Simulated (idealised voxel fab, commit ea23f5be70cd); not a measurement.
You're looking at the process module voxel released beams.
220 nm wide, 5 nm square cells: that's cross-section cut.
For the purposes of this document, a cross-section shall be understood as a grid of square cells, specified as bands listed in top-to-bottom order, each band consisting of one or more rows of cells.
Each band's line starts with the height of the band's top and of its bottom, in nm. Then come its materials from left to right, each with its width in nm. One material with "all across" fills the band from edge to edge. "blank" is empty space.
Height reference: 0 = level under which incoming wafer is all one material. Lowest band: no bottom, runs on downward, e.g. "0 -> down".
The notation "30->40" denotes a width that varies across the rows of cells in the band, beginning at the first number in the top row, finishing at the second number in the bottom row, and changing by an identical amount from each row to the next.
Key: "stayed the same" - step with no changed cell in the cross-section.
"Voids, enclosed": empty spaces of 8 cells or more with no open way to the top, each given as width x height at distance, distance from the left edge, all in nm.
Read whatever lies past the settings on a step's line as the simulator's own remark about the step.
On any step carrying a mask, the "overlay nm" setting, if present on the step's line, tells how far right of its planned place the mask lay; negative values point to the left.
PROCESS STEPS FORESEEN IN THE PLAN
1: RECEIVE (material Si)
2: CONFORMAL_DEP (material SiN; thk nm 5)
3: DIRECTIONAL_DEP (material SiO2; thk nm 10)
4: MASKED_ETCH (tone open; mask id ANCHOR; width nm 35; etch materials SiO2; depth nm 10; overlay nm 0)
5: CONFORMAL_DEP (material TiN; thk nm 15)
6: DIRECTIONAL_DEP (material aC; thk nm 10)
7: PATTERN (tone cover; mask id BEAM; material resist; width nm 90; thk nm 30; overlay nm 0)
8: DIRECTIONAL_ETCH (etch materials aC; depth nm 10)
9: STRIP (etch materials resist)
10: DIRECTIONAL_ETCH (etch materials TiN; depth nm 15)
11: STRIP (etch materials aC)
12: STRIP (etch materials SiO2)
FIRST WAFER, TWO IN TOTAL, RUN AS PLANNED
CROSS-SECTION OF THE WAFER UPON ARRIVAL, REPRESENTING THE STATE REACHED AFTER STEP 1
* 0 -> down | Si all across
* Voids, enclosed: none
CROSS-SECTION OF THE WAFER SUBSEQUENT TO STEP 2
* 5 -> 0 | SiN all across
* Heights below 0 show no change.
CROSS-SECTION OF THE WAFER SUBSEQUENT TO STEP 3
* 15 -> 5 | SiO2 all across
* Heights below 5 show no change.
CROSS-SECTION OF THE WAFER SUBSEQUENT TO STEP 4
* 15 -> 5 | SiO2 65 / blank 35 / SiO2 120
* Heights below 5 show no change.
CROSS-SECTION OF THE WAFER SUBSEQUENT TO STEP 5
* 30 -> 20 | TiN 80 / blank 5 / TiN 135
* 20 -> 15 | TiN all across
* 15 -> 5 | SiO2 65 / TiN 35 / SiO2 120
* Heights below 5 show no change.
CROSS-SECTION OF THE WAFER SUBSEQUENT TO STEP 6
* 40 -> 30 | aC 80 / blank 5 / aC 135
* 30 -> 20 | TiN 80 / aC 5 / TiN 135
* Heights below 20 show no change.
CROSS-SECTION OF THE WAFER SUBSEQUENT TO STEP 7
* 70 -> 40 | blank 60 / resist 90 / blank 70
* 40 -> 30 | aC 80 / resist 5 / aC 135
* Heights below 30 show no change.
CROSS-SECTION OF THE WAFER SUBSEQUENT TO STEP 8
* 60 -> 40 | blank 60 / resist 90 / blank 70
* 40 -> 30 | blank 60 / aC 20 / resist 5 / aC 65 / blank 70
* Heights below 30 show no change.
CROSS-SECTION OF THE WAFER SUBSEQUENT TO STEP 9
* 40 -> 30 | blank 60 / aC 20 / blank 5 / aC 65 / blank 70
* Heights below 30 show no change.
CROSS-SECTION OF THE WAFER SUBSEQUENT TO STEP 10
* 40 -> 30 | blank 60 / aC 20 / blank 5 / aC 65 / blank 70
* 30 -> 20 | blank 60 / TiN 20 / aC 5 / TiN 65 / blank 70
* 20 -> 15 | blank 60 / TiN 90 / blank 70
* Heights below 15 show no change.
CROSS-SECTION OF THE WAFER SUBSEQUENT TO STEP 11
* 30 -> 20 | blank 60 / TiN 20 / blank 5 / TiN 65 / blank 70
* Heights below 20 show no change.
CROSS-SECTION OF THE WAFER SUBSEQUENT TO STEP 12
* 30 -> 20 | blank 60 / TiN 20 / blank 5 / TiN 65 / blank 70
* 20 -> 15 | blank 60 / TiN 90 / blank 70
* 15 -> 5 | blank 65 / TiN 35 / blank 120
* Heights below 5 show no change.
COMPANION WAFER, THE SECOND OF TWO: SAME BEGINNING, SAME INTENDED SEQUENCE, ONE MISTAKE IN CARRYING IT OUT; THROUGH STEP 5 INCLUSIVE IT TRACKS THE FIRST EXACTLY
SECOND WAFER PROFILE IN SECTION, AT THE MOMENT STEP 6 OF THE PLAN WAS MEANT TO BE COMPLETE
* 40 -> 30 | SiN 80 / blank 5 / SiN 135
* 30 -> 20 | TiN 80 / SiN 5 / TiN 135
* Heights below 20 show no change.
SECOND WAFER PROFILE IN SECTION, AT THE MOMENT STEP 7 OF THE PLAN WAS MEANT TO BE COMPLETE
* 70 -> 40 | blank 60 / resist 90 / blank 70
* 40 -> 30 | SiN 80 / resist 5 / SiN 135
* Heights below 30 show no change.
SECOND WAFER PROFILE IN SECTION, AT THE MOMENT STEP 8 OF THE PLAN WAS MEANT TO BE COMPLETE
* 60 -> 40 | blank 60 / resist 90 / blank 70
* Heights below 40 show no change.
SECOND WAFER PROFILE IN SECTION, AT THE MOMENT STEP 9 OF THE PLAN WAS MEANT TO BE COMPLETE
* 40 -> 30 | SiN 80 / blank 5 / SiN 135
* Heights below 30 show no change.
Second wafer profile in section, at the moment step 10 of the plan was meant to be complete: stayed the same
Second wafer profile in section, at the moment step 11 of the plan was meant to be complete: stayed the same
Second wafer profile in section, at the moment step 12 of the plan was meant to be complete: stayed the same
Short version of what went wrong: note that step 6 departed from the planned setting and was carried out as DIRECTIONAL_DEP (material SiN; thk nm 10)
Wafer comparison, final, in cells, second relative to first, materials more or fewer: +88 SiN; +74 SiO2; +78 TiN
